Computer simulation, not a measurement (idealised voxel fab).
process module | voxel transistor to metal
cross-section cut | 170 nm wide | cells 5 nm
A cross-section is a grid of square cells, given in bands from the top down. A band is one or more rows of cells.
Each band's line starts with the height of the band's top and of its bottom, in nm. Then come its materials from left to right, each with its width in nm. One material with "throughout" fills the band from edge to edge. "air" is empty space.
Height 0 is the level under which the wafer as received is all one material. The lowest band goes on downwards, as in "0 down".
A width such as "30 to 40" changes by the same amount from each row of cells to the next, from the band's top row to its bottom row.
"no change" after a step means that no cell of the cross-section changed.
closed voids: empty space of 8 cells or more with no open way to the top, each as width x height at its distance from the left edge, in nm
after a step's settings: what the simulator itself notes on the step
overlay nm, on a step with a mask: how far to the right of its planned place the mask lay; to the left if negative
plan
1 op RECEIVE | material Si
2 op CONFORMAL_DEP | material SiO2 | thk nm 5
3 op CONFORMAL_DEP | material SiN | thk nm 10
4 op PATTERN | tone cover | mask id ACTIVE | material resist | width nm 95 | thk nm 15 | overlay nm 0
5 op DIRECTIONAL_ETCH | etch materials SiN | depth nm 10
6 op DIRECTIONAL_ETCH | etch materials SiO2 | depth nm 5
7 op DIRECTIONAL_ETCH | etch materials Si | depth nm 35
8 op STRIP | etch materials resist
9 op FILL_DEP | material SiO2 | thk nm 10
10 op CMP | height nm 15
11 op SELECTIVE_ETCH | etch materials SiO2 | depth nm 5
12 op STRIP | etch materials SiN
13 op SELECTIVE_ETCH | etch materials SiO2 | depth nm 5
14 op OXIDIZE | depth nm 5
15 op DIRECTIONAL_DEP | material polySi | thk nm 25
16 op DIRECTIONAL_DEP | material SiCN | thk nm 10
17 op PATTERN | tone cover | mask id GATE | material resist | width nm 25 | thk nm 15 | overlay nm 0
18 op DIRECTIONAL_ETCH | etch materials SiCN | depth nm 20
19 op DIRECTIONAL_ETCH | etch materials polySi | depth nm 35
20 op STRIP | etch materials resist
21 op CONFORMAL_DEP | material SiO2 | thk nm 5
22 op DIRECTIONAL_ETCH | etch materials SiO2 | depth nm 5
23 op CONFORMAL_DEP | material SiN | thk nm 10
24 op DIRECTIONAL_ETCH | etch materials SiN | depth nm 10
25 op DIRECTIONAL_ETCH | etch materials SiO2 | depth nm 5
26 op DIRECTIONAL_ETCH | etch materials Si | depth nm 10
27 op EPI | material SiGe | thk nm 10
28 op FILL_DEP | material SiO2 | thk nm 5
29 op CMP | height nm 35
30 op DIRECTIONAL_DEP | material SiO2 | thk nm 15
31 op MASKED_ETCH | tone open | mask id CONTACT | width nm 25 | pitch nm 60 | etch materials SiO2 | depth nm 45 | overlay nm 0
32 op CONFORMAL_DEP | material TiN | thk nm 5
33 op FILL_DEP | material W | thk nm 5
34 op CMP | height nm 50
35 op DIRECTIONAL_DEP | material TiN | thk nm 5
36 op DIRECTIONAL_DEP | material Ru | thk nm 25
37 op PATTERN | tone cover | mask id METAL_1 | material resist | width nm 15 | pitch nm 70 | thk nm 15 | overlay nm 0
38 op DIRECTIONAL_ETCH | etch materials Ru | depth nm 25
39 op DIRECTIONAL_ETCH | etch materials TiN | depth nm 5
40 op STRIP | etch materials resist
41 op FILL_DEP | material SiO2 | thk nm 5
42 op CMP | height nm 80
43 op CONFORMAL_DEP | material SiCN | thk nm 5
44 op DIRECTIONAL_DEP | material SiO2 | thk nm 25
45 op PATTERN | tone open | mask id METAL_2 | material resist | width nm 15 | pitch nm 70 | thk nm 20 | overlay nm 0
46 op DIRECTIONAL_ETCH | etch materials SiO2 | depth nm 15
47 op STRIP | etch materials resist
48 op DIRECTIONAL_DEP | material aC | thk nm 10
49 op PATTERN | tone open | mask id METAL_2_HOLES | material resist | width nm 15 | pitch nm 70 | thk nm 30 | overlay nm 0
50 op DIRECTIONAL_ETCH | etch materials aC | depth nm 10
51 op STRIP | etch materials resist
52 op DIRECTIONAL_ETCH | etch materials SiO2 | depth nm 10
53 op DIRECTIONAL_ETCH | etch materials SiCN | depth nm 5
54 op STRIP | etch materials aC
55 op CONFORMAL_DEP | material TiN | thk nm 5
56 op FILL_DEP | material Ru | thk nm 10
57 op CMP | height nm 110
58 op CONFORMAL_DEP | material SiN | thk nm 5
first wafer, as planned
as received, after step 1
  0 down: Si throughout
  closed voids: none
after step 2
  5 to 0: SiO2 throughout
  below 0: unchanged
after step 3
  15 to 5: SiN throughout
  below 5: unchanged
after step 4
  30 to 15: air 35 | resist 95 | air 40
  below 15: unchanged
after step 5
  30 to 15: air 35 | resist 95 | air 40
  15 to 5: air 35 | SiN 95 | air 40
  below 5: unchanged
after step 6
  30 to 15: air 35 | resist 95 | air 40
  15 to 5: air 35 | SiN 95 | air 40
  5 to 0: air 35 | SiO2 95 | air 40
  below 0: unchanged
after step 7
  30 to 15: air 35 | resist 95 | air 40
  15 to 5: air 35 | SiN 95 | air 40
  5 to 0: air 35 | SiO2 95 | air 40
  0 to -35: air 35 | Si 95 | air 40
  below -35: unchanged
after step 8
  15 to 5: air 35 | SiN 95 | air 40
  below 5: unchanged
after step 9
  25 to 15: SiO2 throughout
  15 to 5: SiO2 35 | SiN 95 | SiO2 40
  5 to 0: SiO2 throughout
  0 to -35: SiO2 35 | Si 95 | SiO2 40
  below -35: unchanged
after step 10
  15 to 5: SiO2 35 | SiN 95 | SiO2 40
  below 5: unchanged
after step 11
  15 to 10: air 35 | SiN 95 | air 40
  below 10: unchanged
after step 12
  10 to 5: SiO2 35 | air 95 | SiO2 40
  below 5: unchanged
after step 13
  5 to 0: SiO2 30 | air 105 | SiO2 35
  below 0: unchanged
after step 14
  5 to 0: SiO2 30 | air 105 | SiO2 35
  0 to -5: SiO2 throughout
  below -5: unchanged
after step 15
  30 to 25: polySi 30 | air 105 | polySi 35
  25 to 5: polySi throughout
  5 to 0: SiO2 30 | polySi 105 | SiO2 35
  below 0: unchanged
after step 16
  40 to 35: SiCN 30 | air 105 | SiCN 35
  35 to 30: SiCN throughout
  30 to 25: polySi 30 | SiCN 105 | polySi 35
  below 25: unchanged
after step 17
  55 to 40: air 70 | resist 25 | air 75
  40 to 35: SiCN 30 | air 40 | resist 25 | air 40 | SiCN 35
  below 35: unchanged
after step 18
  55 to 35: air 70 | resist 25 | air 75
  35 to 30: air 70 | SiCN 25 | air 75
  30 to 25: polySi 30 | air 40 | SiCN 25 | air 40 | polySi 35
  below 25: unchanged
after step 19
  55 to 35: air 70 | resist 25 | air 75
  35 to 25: air 70 | SiCN 25 | air 75
  25 to 5: air 70 | polySi 25 | air 75
  5 to 0: SiO2 30 | air 40 | polySi 25 | air 40 | SiO2 35
  below 0: unchanged
after step 20
  35 to 25: air 70 | SiCN 25 | air 75
  below 25: unchanged
after step 21
  40 to 35: air 65 | SiO2 35 | air 70
  35 to 25: air 65 | SiO2 5 | SiCN 25 | SiO2 5 | air 70
  25 to 10: air 65 | SiO2 5 | polySi 25 | SiO2 5 | air 70
  10 to 5: SiO2 35 | air 30 | SiO2 5 | polySi 25 | SiO2 5 | air 30 | SiO2 40
  5 to 0: SiO2 70 | polySi 25 | SiO2 75
  below 0: unchanged
after step 22
  35 to 25: air 65 | SiO2 5 | SiCN 25 | SiO2 5 | air 70
  25 to 5: air 65 | SiO2 5 | polySi 25 | SiO2 5 | air 70
  5 to 0: SiO2 35 | air 30 | SiO2 5 | polySi 25 | SiO2 5 | air 30 | SiO2 40
  below 0: unchanged
after step 23
  45 to 35: air 55 | SiN 55 | air 60
  35 to 25: air 55 | SiN 10 | SiO2 5 | SiCN 25 | SiO2 5 | SiN 10 | air 60
  25 to 15: air 55 | SiN 10 | SiO2 5 | polySi 25 | SiO2 5 | SiN 10 | air 60
  15 to 10: SiN 45 | air 10 | SiN 10 | SiO2 5 | polySi 25 | SiO2 5 | SiN 10 | air 10 | SiN 50
  10 to 5: SiN 65 | SiO2 5 | polySi 25 | SiO2 5 | SiN 70
  5 to 0: SiO2 35 | SiN 30 | SiO2 5 | polySi 25 | SiO2 5 | SiN 30 | SiO2 40
  below 0: unchanged
after step 24
  35 to 25: air 55 | SiN 10 | SiO2 5 | SiCN 25 | SiO2 5 | SiN 10 | air 60
  25 to 5: air 55 | SiN 10 | SiO2 5 | polySi 25 | SiO2 5 | SiN 10 | air 60
  5 to 0: SiO2 35 | SiN 10 | air 10 | SiN 10 | SiO2 5 | polySi 25 | SiO2 5 | SiN 10 | air 10 | SiN 10 | SiO2 40
  below 0: unchanged
after step 25
  35 to 30: air 55 | SiN 10 | air 5 | SiCN 25 | air 5 | SiN 10 | air 60
  30 to 25: air 55 | SiN 10 | SiO2 5 | SiCN 25 | SiO2 5 | SiN 10 | air 60
  25 to 5: air 55 | SiN 10 | SiO2 5 | polySi 25 | SiO2 5 | SiN 10 | air 60
  5 to 0: air 35 | SiN 10 | air 10 | SiN 10 | SiO2 5 | polySi 25 | SiO2 5 | SiN 10 | air 10 | SiN 10 | air 40
  0 to -5: SiO2 45 | air 10 | SiO2 55 | air 10 | SiO2 50
  below -5: unchanged
after step 26
  35 to 30: air 55 | SiN 10 | air 5 | SiCN 25 | air 5 | SiN 10 | air 60
  30 to 25: air 55 | SiN 10 | SiO2 5 | SiCN 25 | SiO2 5 | SiN 10 | air 60
  25 to 5: air 55 | SiN 10 | SiO2 5 | polySi 25 | SiO2 5 | SiN 10 | air 60
  5 to 0: air 35 | SiN 10 | air 10 | SiN 10 | SiO2 5 | polySi 25 | SiO2 5 | SiN 10 | air 10 | SiN 10 | air 40
  0 to -5: SiO2 45 | air 10 | SiO2 55 | air 10 | SiO2 50
  -5 to -15: SiO2 35 | Si 10 | air 10 | Si 55 | air 10 | Si 10 | SiO2 40
  below -15: unchanged
after step 27
  35 to 30: air 55 | SiN 10 | air 5 | SiCN 25 | air 5 | SiN 10 | air 60
  30 to 25: air 55 | SiN 10 | SiO2 5 | SiCN 25 | SiO2 5 | SiN 10 | air 60
  25 to 5: air 55 | SiN 10 | SiO2 5 | polySi 25 | SiO2 5 | SiN 10 | air 60
  5 to 0: air 35 | SiN 10 | SiGe 10 | SiN 10 | SiO2 5 | polySi 25 | SiO2 5 | SiN 10 | SiGe 10 | SiN 10 | air 40
  0 to -5: SiO2 45 | SiGe 10 | SiO2 55 | SiGe 10 | SiO2 50
  -5 to -15: SiO2 35 | Si 10 | SiGe 10 | Si 55 | SiGe 10 | Si 10 | SiO2 40
  below -15: unchanged
after step 28
  40 to 35: SiO2 throughout
  35 to 25: SiO2 55 | SiN 10 | SiO2 5 | SiCN 25 | SiO2 5 | SiN 10 | SiO2 60
  25 to 5: SiO2 55 | SiN 10 | SiO2 5 | polySi 25 | SiO2 5 | SiN 10 | SiO2 60
  5 to 0: SiO2 35 | SiN 10 | SiGe 10 | SiN 10 | SiO2 5 | polySi 25 | SiO2 5 | SiN 10 | SiGe 10 | SiN 10 | SiO2 40
  below 0: unchanged
after step 29
  35 to 25: SiO2 55 | SiN 10 | SiO2 5 | SiCN 25 | SiO2 5 | SiN 10 | SiO2 60
  below 25: unchanged
after step 30
  50 to 35: SiO2 throughout
  below 35: unchanged
after step 31
  50 to 35: SiO2 40 | air 25 | SiO2 35 | air 25 | SiO2 45
  35 to 25: SiO2 40 | air 15 | SiN 10 | SiO2 5 | SiCN 25 | SiO2 5 | SiN 10 | air 15 | SiO2 45
  25 to 5: SiO2 40 | air 15 | SiN 10 | SiO2 5 | polySi 25 | SiO2 5 | SiN 10 | air 15 | SiO2 45
  below 5: unchanged
after step 32
  55 to 50: TiN 45 | air 15 | TiN 45 | air 15 | TiN 50
  50 to 40: SiO2 40 | TiN 5 | air 15 | TiN 5 | SiO2 35 | TiN 5 | air 15 | TiN 5 | SiO2 45
  40 to 35: SiO2 40 | TiN 5 | air 5 | TiN 15 | SiO2 35 | TiN 15 | air 5 | TiN 5 | SiO2 45
  35 to 25: SiO2 40 | TiN 5 | air 5 | TiN 5 | SiN 10 | SiO2 5 | SiCN 25 | SiO2 5 | SiN 10 | TiN 5 | air 5 | TiN 5 | SiO2 45
  25 to 10: SiO2 40 | TiN 5 | air 5 | TiN 5 | SiN 10 | SiO2 5 | polySi 25 | SiO2 5 | SiN 10 | TiN 5 | air 5 | TiN 5 | SiO2 45
  10 to 5: SiO2 40 | TiN 15 | SiN 10 | SiO2 5 | polySi 25 | SiO2 5 | SiN 10 | TiN 15 | SiO2 45
  below 5: unchanged
after step 33
  60 to 55: W throughout
  55 to 50: TiN 45 | W 15 | TiN 45 | W 15 | TiN 50
  50 to 40: SiO2 40 | TiN 5 | W 15 | TiN 5 | SiO2 35 | TiN 5 | W 15 | TiN 5 | SiO2 45
  40 to 35: SiO2 40 | TiN 5 | W 5 | TiN 15 | SiO2 35 | TiN 15 | W 5 | TiN 5 | SiO2 45
  35 to 25: SiO2 40 | TiN 5 | W 5 | TiN 5 | SiN 10 | SiO2 5 | SiCN 25 | SiO2 5 | SiN 10 | TiN 5 | W 5 | TiN 5 | SiO2 45
  25 to 10: SiO2 40 | TiN 5 | W 5 | TiN 5 | SiN 10 | SiO2 5 | polySi 25 | SiO2 5 | SiN 10 | TiN 5 | W 5 | TiN 5 | SiO2 45
  below 10: unchanged
after step 34
  50 to 40: SiO2 40 | TiN 5 | W 15 | TiN 5 | SiO2 35 | TiN 5 | W 15 | TiN 5 | SiO2 45
  below 40: unchanged
after step 35
  55 to 50: TiN throughout
  below 50: unchanged
after step 36
  80 to 55: Ru throughout
  below 55: unchanged
after step 37
  95 to 80: air 40 | resist 15 | air 55 | resist 15 | air 45
  below 80: unchanged
after step 38
  95 to 80: air 40 | resist 15 | air 55 | resist 15 | air 45
  80 to 55: air 40 | Ru 15 | air 55 | Ru 15 | air 45
  below 55: unchanged
after step 39
  95 to 80: air 40 | resist 15 | air 55 | resist 15 | air 45
  80 to 55: air 40 | Ru 15 | air 55 | Ru 15 | air 45
  55 to 50: air 40 | TiN 15 | air 55 | TiN 15 | air 45
  below 50: unchanged
after step 40
  80 to 55: air 40 | Ru 15 | air 55 | Ru 15 | air 45
  below 55: unchanged
after step 41
  85 to 80: SiO2 throughout
  80 to 55: SiO2 40 | Ru 15 | SiO2 55 | Ru 15 | SiO2 45
  55 to 50: SiO2 40 | TiN 15 | SiO2 55 | TiN 15 | SiO2 45
  below 50: unchanged
after step 42
  80 to 55: SiO2 40 | Ru 15 | SiO2 55 | Ru 15 | SiO2 45
  below 55: unchanged
after step 43
  85 to 80: SiCN throughout
  below 80: unchanged
after step 44
  110 to 85: SiO2 throughout
  below 85: unchanged
after step 45
  130 to 110: resist 40 | air 15 | resist 55 | air 15 | resist 45
  below 110: unchanged
after step 46
  130 to 110: resist 40 | air 15 | resist 55 | air 15 | resist 45
  110 to 95: SiO2 40 | air 15 | SiO2 55 | air 15 | SiO2 45
  below 95: unchanged
after step 47
  110 to 95: SiO2 40 | air 15 | SiO2 55 | air 15 | SiO2 45
  below 95: unchanged
after step 48
  120 to 110: aC 40 | air 15 | aC 55 | air 15 | aC 45
  110 to 105: SiO2 40 | air 15 | SiO2 55 | air 15 | SiO2 45
  105 to 95: SiO2 40 | aC 15 | SiO2 55 | aC 15 | SiO2 45
  below 95: unchanged
after step 49
  150 to 120: resist 40 | air 15 | resist 55 | air 15 | resist 45
  below 120: unchanged
after step 50
  140 to 120: resist 40 | air 15 | resist 55 | air 15 | resist 45
  120 to 110: aC 40 | air 15 | aC 55 | air 15 | aC 45
  110 to 95: SiO2 40 | air 15 | SiO2 55 | air 15 | SiO2 45
  below 95: unchanged
after step 51
  120 to 110: aC 40 | air 15 | aC 55 | air 15 | aC 45
  below 110: unchanged
after step 52
  120 to 110: aC 40 | air 15 | aC 55 | air 15 | aC 45
  110 to 85: SiO2 40 | air 15 | SiO2 55 | air 15 | SiO2 45
  below 85: unchanged
after step 53
  120 to 110: aC 40 | air 15 | aC 55 | air 15 | aC 45
  110 to 85: SiO2 40 | air 15 | SiO2 55 | air 15 | SiO2 45
  85 to 80: SiCN 40 | air 15 | SiCN 55 | air 15 | SiCN 45
  below 80: unchanged
after step 54
  110 to 85: SiO2 40 | air 15 | SiO2 55 | air 15 | SiO2 45
  below 85: unchanged
after step 55
  115 to 110: TiN 45 | air 5 | TiN 65 | air 5 | TiN 50
  110 to 85: SiO2 40 | TiN 5 | air 5 | TiN 5 | SiO2 55 | TiN 5 | air 5 | TiN 5 | SiO2 45
  85 to 80: SiCN 40 | TiN 15 | SiCN 55 | TiN 15 | SiCN 45
  below 80: unchanged
after step 56
  125 to 115: Ru throughout
  115 to 110: TiN 45 | Ru 5 | TiN 65 | Ru 5 | TiN 50
  110 to 85: SiO2 40 | TiN 5 | Ru 5 | TiN 5 | SiO2 55 | TiN 5 | Ru 5 | TiN 5 | SiO2 45
  below 85: unchanged
after step 57
  110 to 85: SiO2 40 | TiN 5 | Ru 5 | TiN 5 | SiO2 55 | TiN 5 | Ru 5 | TiN 5 | SiO2 45
  below 85: unchanged
after step 58
  115 to 110: SiN throughout
  below 110: unchanged
second wafer: like start, like plan, one mistake. Through step 30 it matches the first wafer
when step 31 should have ended
  50 to 35: SiO2 40 | air 30 | SiO2 30 | air 30 | SiO2 40
  35 to 25: SiO2 40 | air 15 | SiN 10 | air 5 | SiCN 25 | SiO2 5 | SiN 10 | air 20 | SiO2 40
  25 to 5: SiO2 40 | air 15 | SiN 10 | air 5 | polySi 25 | SiO2 5 | SiN 10 | air 20 | SiO2 40
  below 5: unchanged
when step 32 should have ended
  55 to 50: TiN 45 | air 20 | TiN 40 | air 20 | TiN 45
  50 to 40: SiO2 40 | TiN 5 | air 20 | TiN 5 | SiO2 30 | TiN 5 | air 20 | TiN 5 | SiO2 40
  40 to 35: SiO2 40 | TiN 5 | air 5 | TiN 20 | SiO2 30 | TiN 15 | air 10 | TiN 5 | SiO2 40
  35 to 25: SiO2 40 | TiN 5 | air 5 | TiN 5 | SiN 10 | TiN 5 | SiCN 25 | SiO2 5 | SiN 10 | TiN 5 | air 10 | TiN 5 | SiO2 40
  25 to 10: SiO2 40 | TiN 5 | air 5 | TiN 5 | SiN 10 | TiN 5 | polySi 25 | SiO2 5 | SiN 10 | TiN 5 | air 10 | TiN 5 | SiO2 40
  10 to 5: SiO2 40 | TiN 15 | SiN 10 | TiN 5 | polySi 25 | SiO2 5 | SiN 10 | TiN 20 | SiO2 40
  below 5: unchanged
when step 33 should have ended
  60 to 55: W throughout
  55 to 50: TiN 45 | W 20 | TiN 40 | W 20 | TiN 45
  50 to 40: SiO2 40 | TiN 5 | W 20 | TiN 5 | SiO2 30 | TiN 5 | W 20 | TiN 5 | SiO2 40
  40 to 35: SiO2 40 | TiN 5 | W 5 | TiN 20 | SiO2 30 | TiN 15 | W 10 | TiN 5 | SiO2 40
  35 to 25: SiO2 40 | TiN 5 | W 5 | TiN 5 | SiN 10 | TiN 5 | SiCN 25 | SiO2 5 | SiN 10 | TiN 5 | W 10 | TiN 5 | SiO2 40
  25 to 10: SiO2 40 | TiN 5 | W 5 | TiN 5 | SiN 10 | TiN 5 | polySi 25 | SiO2 5 | SiN 10 | TiN 5 | W 10 | TiN 5 | SiO2 40
  below 10: unchanged
when step 34 should have ended
  50 to 40: SiO2 40 | TiN 5 | W 20 | TiN 5 | SiO2 30 | TiN 5 | W 20 | TiN 5 | SiO2 40
  below 40: unchanged
when step 35 should have ended
  55 to 50: TiN throughout
  below 50: unchanged
when step 36 should have ended
  80 to 55: Ru throughout
  below 55: unchanged
when step 37 should have ended
  95 to 80: air 40 | resist 15 | air 55 | resist 15 | air 45
  below 80: unchanged
when step 38 should have ended
  95 to 80: air 40 | resist 15 | air 55 | resist 15 | air 45
  80 to 55: air 40 | Ru 15 | air 55 | Ru 15 | air 45
  below 55: unchanged
when step 39 should have ended
  95 to 80: air 40 | resist 15 | air 55 | resist 15 | air 45
  80 to 55: air 40 | Ru 15 | air 55 | Ru 15 | air 45
  55 to 50: air 40 | TiN 15 | air 55 | TiN 15 | air 45
  below 50: unchanged
when step 40 should have ended
  80 to 55: air 40 | Ru 15 | air 55 | Ru 15 | air 45
  below 55: unchanged
when step 41 should have ended
  85 to 80: SiO2 throughout
  80 to 55: SiO2 40 | Ru 15 | SiO2 55 | Ru 15 | SiO2 45
  55 to 50: SiO2 40 | TiN 15 | SiO2 55 | TiN 15 | SiO2 45
  below 50: unchanged
when step 42 should have ended
  80 to 55: SiO2 40 | Ru 15 | SiO2 55 | Ru 15 | SiO2 45
  below 55: unchanged
when step 43 should have ended
  85 to 80: SiCN throughout
  below 80: unchanged
when step 44 should have ended
  110 to 85: SiO2 throughout
  below 85: unchanged
when step 45 should have ended
  130 to 110: resist 40 | air 15 | resist 55 | air 15 | resist 45
  below 110: unchanged
when step 46 should have ended
  130 to 110: resist 40 | air 15 | resist 55 | air 15 | resist 45
  110 to 95: SiO2 40 | air 15 | SiO2 55 | air 15 | SiO2 45
  below 95: unchanged
when step 47 should have ended
  110 to 95: SiO2 40 | air 15 | SiO2 55 | air 15 | SiO2 45
  below 95: unchanged
when step 48 should have ended
  120 to 110: aC 40 | air 15 | aC 55 | air 15 | aC 45
  110 to 105: SiO2 40 | air 15 | SiO2 55 | air 15 | SiO2 45
  105 to 95: SiO2 40 | aC 15 | SiO2 55 | aC 15 | SiO2 45
  below 95: unchanged
when step 49 should have ended
  150 to 120: resist 40 | air 15 | resist 55 | air 15 | resist 45
  below 120: unchanged
when step 50 should have ended
  140 to 120: resist 40 | air 15 | resist 55 | air 15 | resist 45
  120 to 110: aC 40 | air 15 | aC 55 | air 15 | aC 45
  110 to 95: SiO2 40 | air 15 | SiO2 55 | air 15 | SiO2 45
  below 95: unchanged
when step 51 should have ended
  120 to 110: aC 40 | air 15 | aC 55 | air 15 | aC 45
  below 110: unchanged
when step 52 should have ended
  120 to 110: aC 40 | air 15 | aC 55 | air 15 | aC 45
  110 to 85: SiO2 40 | air 15 | SiO2 55 | air 15 | SiO2 45
  below 85: unchanged
when step 53 should have ended
  120 to 110: aC 40 | air 15 | aC 55 | air 15 | aC 45
  110 to 85: SiO2 40 | air 15 | SiO2 55 | air 15 | SiO2 45
  85 to 80: SiCN 40 | air 15 | SiCN 55 | air 15 | SiCN 45
  below 80: unchanged
when step 54 should have ended
  110 to 85: SiO2 40 | air 15 | SiO2 55 | air 15 | SiO2 45
  below 85: unchanged
when step 55 should have ended
  115 to 110: TiN 45 | air 5 | TiN 65 | air 5 | TiN 50
  110 to 85: SiO2 40 | TiN 5 | air 5 | TiN 5 | SiO2 55 | TiN 5 | air 5 | TiN 5 | SiO2 45
  85 to 80: SiCN 40 | TiN 15 | SiCN 55 | TiN 15 | SiCN 45
  below 80: unchanged
when step 56 should have ended
  125 to 115: Ru throughout
  115 to 110: TiN 45 | Ru 5 | TiN 65 | Ru 5 | TiN 50
  110 to 85: SiO2 40 | TiN 5 | Ru 5 | TiN 5 | SiO2 55 | TiN 5 | Ru 5 | TiN 5 | SiO2 45
  below 85: unchanged
when step 57 should have ended
  110 to 85: SiO2 40 | TiN 5 | Ru 5 | TiN 5 | SiO2 55 | TiN 5 | Ru 5 | TiN 5 | SiO2 45
  below 85: unchanged
when step 58 should have ended
  115 to 110: SiN throughout
  below 110: unchanged
what went wrong: step 31 ran as: op MASKED_ETCH | tone open | mask id CONTACT | width nm 30 | pitch nm 60 | etch materials SiO2 | depth nm 45 | overlay nm 0
at the end the second wafer has, in cells: 18 fewer of SiO2 | 8 more of TiN | 10 more of W
